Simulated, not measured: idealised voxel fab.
Documented hereafter: the process module known as voxel gate over fins.
Square cells of 5 nm make up the cross-section cut, whose width is 290 nm.
When this document writes out a cross-section, it uses a grid of square cells and lists it as bands, beginning at the top and moving down, with a band standing for one or more rows of cells. What a band's entry tells you: where the top is and where the bottom is, as heights in nm, and after that what lies inside, material by material from left to right, each with its width in nm. Empty space is written as the word "empty", and a single material marked with the word "full width" occupies the band from edge to edge. Heights are reckoned from 0. Under this level, the received wafer is all of one material. The bottommost band is open-ended downward, for example "z 0 and below". A width given as "30..40" starts at the first number in the band's top row and ends at the second number in its bottom row, shifting by an equal amount at every step from row to row. For the purposes of this document, the phrase "nothing changed" attached to a step denotes that no cell within the cross-section was modified by that step. So "Sealed cavities" is basically the list of trapped voids: any empty space of 8 cells or more that can't reach the top through an opening. They're written width x height at distance, the distance being from the left edge, and it's all nm. Post-settings text on a step line: simulator's own remark regarding the step. overlay nm: on a step with a mask, how far right of its planned place the mask lay; negative means left.
### The steps planned for the process are as follows
1: RECEIVE | material Si
2: CONFORMAL_DEP | material SiN | thk nm 5
3: DIRECTIONAL_DEP | material aC | thk nm 10
4: PATTERN | tone cover | mask id FINS | material resist | width nm 15 | pitch nm 55 | thk nm 30 | overlay nm 0
5: DIRECTIONAL_ETCH | etch materials aC | depth nm 10
6: STRIP | etch materials resist
7: DIRECTIONAL_ETCH | etch materials SiN | depth nm 5
8: DIRECTIONAL_ETCH | etch materials Si | depth nm 35
9: STRIP | etch materials aC
10: FILL_DEP | material SiO2 | thk nm 15
11: CMP | height nm 5
12: DIRECTIONAL_DEP | material aC | thk nm 15
13: PATTERN | tone open | mask id RAIL | material resist | width nm 15 | thk nm 35 | overlay nm 0
14: DIRECTIONAL_ETCH | etch materials aC | depth nm 15
15: STRIP | etch materials resist
16: DIRECTIONAL_ETCH | etch materials SiO2 | depth nm 35
17: STRIP | etch materials aC
18: CONFORMAL_DEP | material TiN | thk nm 5
19: FILL_DEP | material Ru | thk nm 5
20: CMP | height nm 5
21: SELECTIVE_ETCH | etch materials W Ru TiN | depth nm 20
22: FILL_DEP | material SiO2 | thk nm 5
23: CMP | height nm 5
24: SELECTIVE_ETCH | etch materials SiO2 | depth nm 15
25: STRIP | etch materials SiN
26: CONFORMAL_DEP | material HfO2 | thk nm 5
27: CONFORMAL_DEP | material TiN | thk nm 5
28: CONFORMAL_DEP | material TiAl | thk nm 5
29: CONFORMAL_DEP | material TiN | thk nm 5
30: FILL_DEP | material W | thk nm 15
31: CMP | height nm 30
32: CONFORMAL_DEP | material SiCN | thk nm 10
### So this is the incoming wafer in cross-section - it's already been through step 1
> z 0 and below  Si full width
> Sealed cavities: none
### The first of two wafers, cross-sectioned at the end of the module, with the run proceeding as planned
> z 40 to 30  SiCN full width
> z 30 to 20  W full width
> z 20 to 15  W 90 nm / TiN 110 nm / W 90 nm
> z 15 to 10  W 90 nm / TiN 5 nm / TiAl 45 nm / TiN 10 nm / TiAl 45 nm / TiN 5 nm / W 90 nm
> z 10 to 5  TiN 95 nm / TiAl 5 nm / TiN 35 nm / TiAl 5 nm / TiN 10 nm / TiAl 5 nm / TiN 35 nm / TiAl 5 nm / TiN 95 nm
> z 5 to 0  TiAl 100 nm / TiN 5 nm / HfO2 25 nm / TiN 5 nm / TiAl 20 nm / TiN 5 nm / HfO2 25 nm / TiN 5 nm / TiAl 100 nm
> z 0 to -5  TiN 105 nm / HfO2 5 nm / Si 15 nm / HfO2 5 nm / TiN 30 nm / HfO2 5 nm / Si 15 nm / HfO2 5 nm / TiN 105 nm
> z -5 to -10  HfO2 110 nm / Si 15 nm / HfO2 40 nm / Si 15 nm / HfO2 110 nm
> z -10 to -15  SiO2 110 nm / Si 15 nm / SiO2 40 nm / Si 15 nm / SiO2 110 nm
> z -15 to -25  SiO2 110 nm / Si 15 nm / SiO2 10 nm / TiN 5 nm / Ru 5 nm / TiN 5 nm / SiO2 15 nm / Si 15 nm / SiO2 110 nm
> z -25 to -30  SiO2 110 nm / Si 15 nm / SiO2 10 nm / TiN 15 nm / SiO2 15 nm / Si 15 nm / SiO2 110 nm
> z -30 to -35  SiO2 110 nm / Si 15 nm / SiO2 40 nm / Si 15 nm / SiO2 110 nm
> z -35 and below  Si full width
> Sealed cavities: none
### Here's the second of our two wafers sectioned at module end. Same start as the first, same plan, but one mistake got made running it
> z 40 to 30  SiCN full width
> z 30 to 20  W full width
> z 20 to 15  W 90 nm / TiN 110 nm / W 90 nm
> z 15 to 10  W 90 nm / TiN 5 nm / TiAl 45 nm / TiN 10 nm / TiAl 45 nm / TiN 5 nm / W 90 nm
> z 10 to 5  TiN 95 nm / TiAl 5 nm / TiN 35 nm / TiAl 5 nm / TiN 10 nm / TiAl 5 nm / TiN 35 nm / TiAl 5 nm / TiN 95 nm
> z 5 to 0  TiAl 100 nm / TiN 5 nm / HfO2 25 nm / TiN 5 nm / TiAl 20 nm / TiN 5 nm / HfO2 25 nm / TiN 5 nm / TiAl 100 nm
> z 0 to -5  TiN 105 nm / HfO2 5 nm / Si 15 nm / HfO2 5 nm / TiN 30 nm / HfO2 5 nm / Si 15 nm / HfO2 5 nm / TiN 105 nm
> z -5 to -10  HfO2 110 nm / Si 15 nm / HfO2 40 nm / Si 15 nm / HfO2 110 nm
> z -10 to -15  SiO2 110 nm / Si 15 nm / SiO2 40 nm / Si 15 nm / SiO2 110 nm
> z -15 to -35  W 110 nm / Si 15 nm / W 40 nm / Si 15 nm / W 110 nm
> z -35 and below  Si full width
> Sealed cavities: none
Error vs. plan: step 10 deviated from plan and actually ran as FILL_DEP | material W | thk nm 15
It is noted that, at the conclusion of processing, the second wafer exhibits a higher or lower cell count for certain materials relative to the first: -2 Ru | -199 SiO2 | -7 TiN | +208 W
